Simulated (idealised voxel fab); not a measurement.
process module | voxel wiring stack
cross-section cut | 255 nm wide | cells 5 nm
A cross-section is a grid of square cells, given in bands from the top down. A band is one or more rows of cells.
Each band's line starts with the height of the band's top and of its bottom, in nm. Then come its materials from left to right, each with its width in nm. One material with "throughout" fills the band from edge to edge. "air" is empty space.
Height 0 is the level under which the wafer as received is all one material. The lowest band goes on downwards, as in "0 down".
A width such as "30 to 40" changes by the same amount from each row of cells to the next, from the band's top row to its bottom row.
"no change" after a step means that no cell of the cross-section changed.
closed voids: empty space of 8 cells or more with no open way to the top, each as width x height at its distance from the left edge, in nm
after a step's settings: what the simulator itself notes on the step
overlay nm, on a step with a mask: how far to the right of its planned place the mask lay; to the left if negative
plan
1 op RECEIVE | material Si
2 op CONFORMAL_DEP | material SiO2 | thk nm 15
3 op DIRECTIONAL_DEP | material TiN | thk nm 5
4 op DIRECTIONAL_DEP | material Ru | thk nm 20
5 op MASKED_ETCH | tone cover | mask id METAL_1 | width nm 30 | pitch nm 60 | etch materials Ru | depth nm 20 | overlay nm 0
6 op MASKED_ETCH | tone cover | mask id METAL_1 | width nm 30 | pitch nm 60 | etch materials TiN | depth nm 5 | overlay nm 0
7 op CONFORMAL_DEP | material SiN | thk nm 5
8 op FILL_DEP | material SiO2 | thk nm 10
9 op CMP | height nm 40
10 op CONFORMAL_DEP | material SiCN | thk nm 5
11 op DIRECTIONAL_DEP | material lowk | thk nm 30
12 op PATTERN | tone open | mask id METAL_2 | material resist | width nm 30 | pitch nm 60 | thk nm 15 | overlay nm 0
13 op DIRECTIONAL_ETCH | etch materials lowk | depth nm 10
14 op STRIP | etch materials resist
15 op MASKED_ETCH | tone open | mask id METAL_2_HOLES | width nm 15 | pitch nm 120 | etch materials lowk | depth nm 10 | overlay nm 0
16 op MASKED_ETCH | tone open | mask id METAL_2_HOLES | width nm 15 | pitch nm 120 | etch materials SiCN | depth nm 5 | overlay nm 0
17 op CONFORMAL_DEP | material TiN | thk nm 5
18 op FILL_DEP | material Cu | thk nm 5
19 op CMP | height nm 75
20 op CONFORMAL_DEP | material SiCN | thk nm 5
21 op DIRECTIONAL_DEP | material SiO2 | thk nm 30
22 op MASKED_ETCH | tone open | mask id METAL_3 | width nm 30 | pitch nm 60 | etch materials SiO2 | depth nm 15 | overlay nm 0
23 op MASKED_ETCH | tone open | mask id METAL_3_HOLES | width nm 15 | pitch nm 120 | etch materials SiO2 | depth nm 15 | overlay nm 0
24 op MASKED_ETCH | tone open | mask id METAL_3_HOLES | width nm 15 | pitch nm 120 | etch materials SiCN | depth nm 5 | overlay nm 0
25 op CONFORMAL_DEP | material TiN | thk nm 5
26 op FILL_DEP | material Cu | thk nm 10
27 op CMP | height nm 110
28 op CONFORMAL_DEP | material SiCN | thk nm 5
29 op DIRECTIONAL_DEP | material SiO2 | thk nm 30
30 op PATTERN | tone open | mask id METAL_4 | material resist | width nm 30 | pitch nm 60 | thk nm 15 | overlay nm 0
31 op DIRECTIONAL_ETCH | etch materials SiO2 | depth nm 15
32 op STRIP | etch materials resist
33 op MASKED_ETCH | tone open | mask id METAL_4_HOLES | width nm 15 | pitch nm 60 | etch materials SiO2 | depth nm 15 | overlay nm 0
34 op MASKED_ETCH | tone open | mask id METAL_4_HOLES | width nm 15 | pitch nm 60 | etch materials SiCN | depth nm 5 | overlay nm 0
35 op CONFORMAL_DEP | material TiN | thk nm 5
36 op FILL_DEP | material Cu | thk nm 10
37 op CMP | height nm 145
38 op CONFORMAL_DEP | material SiN | thk nm 5
varied across the wafers: depth nm of step 13. The plan shows the first wafer's value. All wafers start alike
first wafer as received, after step 1
  0 down: Si throughout
  closed voids: none
first wafer at the end, after step 38
  150 to 145: SiN throughout
  145 to 135: SiO2 20 | TiN 5 | Cu 20 | TiN 5 | SiO2 30 | TiN 5 | Cu 20 | TiN 5 | SiO2 30 | TiN 5 | Cu 20 | TiN 5 | SiO2 30 | TiN 5 | Cu 20 | TiN 5 | SiO2 25
  135 to 130: SiO2 20 | TiN 5 | Cu 5 | TiN 20 | SiO2 30 | TiN 5 | Cu 5 | TiN 20 | SiO2 30 | TiN 5 | Cu 5 | TiN 20 | SiO2 30 | TiN 5 | Cu 5 | TiN 20 | SiO2 25
  130 to 115: SiO2 20 | TiN 5 | Cu 5 | TiN 5 | SiO2 45 | TiN 5 | Cu 5 | TiN 5 | SiO2 45 | TiN 5 | Cu 5 | TiN 5 | SiO2 45 | TiN 5 | Cu 5 | TiN 5 | SiO2 40
  115 to 110: SiCN 20 | TiN 15 | SiCN 45 | TiN 15 | SiCN 45 | TiN 15 | SiCN 45 | TiN 15 | SiCN 40
  110 to 100: SiO2 20 | TiN 5 | Cu 20 | TiN 5 | SiO2 30 | TiN 5 | Cu 20 | TiN 5 | SiO2 30 | TiN 5 | Cu 20 | TiN 5 | SiO2 30 | TiN 5 | Cu 20 | TiN 5 | SiO2 25
  100 to 95: SiO2 20 | TiN 5 | Cu 5 | TiN 20 | SiO2 30 | TiN 30 | SiO2 30 | TiN 5 | Cu 5 | TiN 20 | SiO2 30 | TiN 30 | SiO2 25
  95 to 80: SiO2 20 | TiN 5 | Cu 5 | TiN 5 | SiO2 105 | TiN 5 | Cu 5 | TiN 5 | SiO2 100
  80 to 75: SiCN 20 | TiN 15 | SiCN 105 | TiN 15 | SiCN 100
  75 to 70: lowk 20 | TiN 5 | Cu 20 | TiN 5 | lowk 30 | TiN 5 | Cu 20 | TiN 5 | lowk 30 | TiN 5 | Cu 20 | TiN 5 | lowk 30 | TiN 5 | Cu 20 | TiN 5 | lowk 25
  70 to 65: lowk 20 | TiN 5 | Cu 5 | TiN 20 | lowk 30 | TiN 30 | lowk 30 | TiN 5 | Cu 5 | TiN 20 | lowk 30 | TiN 30 | lowk 25
  65 to 60: lowk 20 | TiN 5 | Cu 5 | TiN 5 | lowk 105 | TiN 5 | Cu 5 | TiN 5 | lowk 100
  60 to 55: lowk 20 | TiN 15 | lowk 105 | TiN 15 | lowk 100
  55 to 45: lowk throughout
  45 to 40: SiCN throughout
  40 to 20: SiO2 15 | SiN 5 | Ru 30 | SiN 5 | SiO2 20 | SiN 5 | Ru 30 | SiN 5 | SiO2 20 | SiN 5 | Ru 30 | SiN 5 | SiO2 20 | SiN 5 | Ru 30 | SiN 5 | SiO2 20
  20 to 15: SiN 20 | TiN 30 | SiN 30 | TiN 30 | SiN 30 | TiN 30 | SiN 30 | TiN 30 | SiN 25
  15 to 0: SiO2 throughout
  0 down: Si throughout
  closed voids: none
last wafer at the end
  150 to 145: SiN throughout
  145 to 135: SiO2 20 | TiN 5 | Cu 20 | TiN 5 | SiO2 30 | TiN 5 | Cu 20 | TiN 5 | SiO2 30 | TiN 5 | Cu 20 | TiN 5 | SiO2 30 | TiN 5 | Cu 20 | TiN 5 | SiO2 25
  135 to 130: SiO2 20 | TiN 5 | Cu 5 | TiN 20 | SiO2 30 | TiN 5 | Cu 5 | TiN 20 | SiO2 30 | TiN 5 | Cu 5 | TiN 20 | SiO2 30 | TiN 5 | Cu 5 | TiN 20 | SiO2 25
  130 to 115: SiO2 20 | TiN 5 | Cu 5 | TiN 5 | SiO2 45 | TiN 5 | Cu 5 | TiN 5 | SiO2 45 | TiN 5 | Cu 5 | TiN 5 | SiO2 45 | TiN 5 | Cu 5 | TiN 5 | SiO2 40
  115 to 110: SiCN 20 | TiN 15 | SiCN 45 | TiN 15 | SiCN 45 | TiN 15 | SiCN 45 | TiN 15 | SiCN 40
  110 to 100: SiO2 20 | TiN 5 | Cu 20 | TiN 5 | SiO2 30 | TiN 5 | Cu 20 | TiN 5 | SiO2 30 | TiN 5 | Cu 20 | TiN 5 | SiO2 30 | TiN 5 | Cu 20 | TiN 5 | SiO2 25
  100 to 95: SiO2 20 | TiN 5 | Cu 5 | TiN 20 | SiO2 30 | TiN 30 | SiO2 30 | TiN 5 | Cu 5 | TiN 20 | SiO2 30 | TiN 30 | SiO2 25
  95 to 80: SiO2 20 | TiN 5 | Cu 5 | TiN 5 | SiO2 105 | TiN 5 | Cu 5 | TiN 5 | SiO2 100
  80 to 75: SiCN 20 | TiN 15 | SiCN 105 | TiN 15 | SiCN 100
  75 to 50: lowk 20 | TiN 5 | Cu 20 | TiN 5 | lowk 30 | TiN 5 | Cu 20 | TiN 5 | lowk 30 | TiN 5 | Cu 20 | TiN 5 | lowk 30 | TiN 5 | Cu 20 | TiN 5 | lowk 25
  50 to 45: lowk 20 | TiN 5 | Cu 5 | TiN 20 | lowk 30 | TiN 30 | lowk 30 | TiN 5 | Cu 5 | TiN 20 | lowk 30 | TiN 30 | lowk 25
  45 to 40: SiCN 20 | TiN 15 | SiCN 105 | TiN 15 | SiCN 100
  40 to 20: SiO2 15 | SiN 5 | Ru 30 | SiN 5 | SiO2 20 | SiN 5 | Ru 30 | SiN 5 | SiO2 20 | SiN 5 | Ru 30 | SiN 5 | SiO2 20 | SiN 5 | Ru 30 | SiN 5 | SiO2 20
  20 to 15: SiN 20 | TiN 30 | SiN 30 | TiN 30 | SiN 30 | TiN 30 | SiN 30 | TiN 30 | SiN 25
  15 to 0: SiO2 throughout
  0 down: Si throughout
  closed voids: none
each wafer at the end: cells of each material gained (+) or lost (-) since it was received, then its closed voids
depth nm 10 | +108 Cu | +96 Ru | +135 SiCN | +110 SiN | +643 SiO2 | +192 TiN | +246 lowk | closed voids: none
depth nm 15 | +124 Cu | +96 Ru | +135 SiCN | +110 SiN | +643 SiO2 | +200 TiN | +222 lowk | closed voids: none
depth nm 20 | +142 Cu | +96 Ru | +129 SiCN | +110 SiN | +643 SiO2 | +212 TiN | +198 lowk | closed voids: none
depth nm 25 | +156 Cu | +96 Ru | +129 SiCN | +110 SiN | +643 SiO2 | +216 TiN | +180 lowk | closed voids: none
depth nm 30 | +170 Cu | +96 Ru | +129 SiCN | +110 SiN | +643 SiO2 | +220 TiN | +162 lowk | closed voids: none
depth nm 35 | +170 Cu | +96 Ru | +129 SiCN | +110 SiN | +643 SiO2 | +220 TiN | +162 lowk | closed voids: none
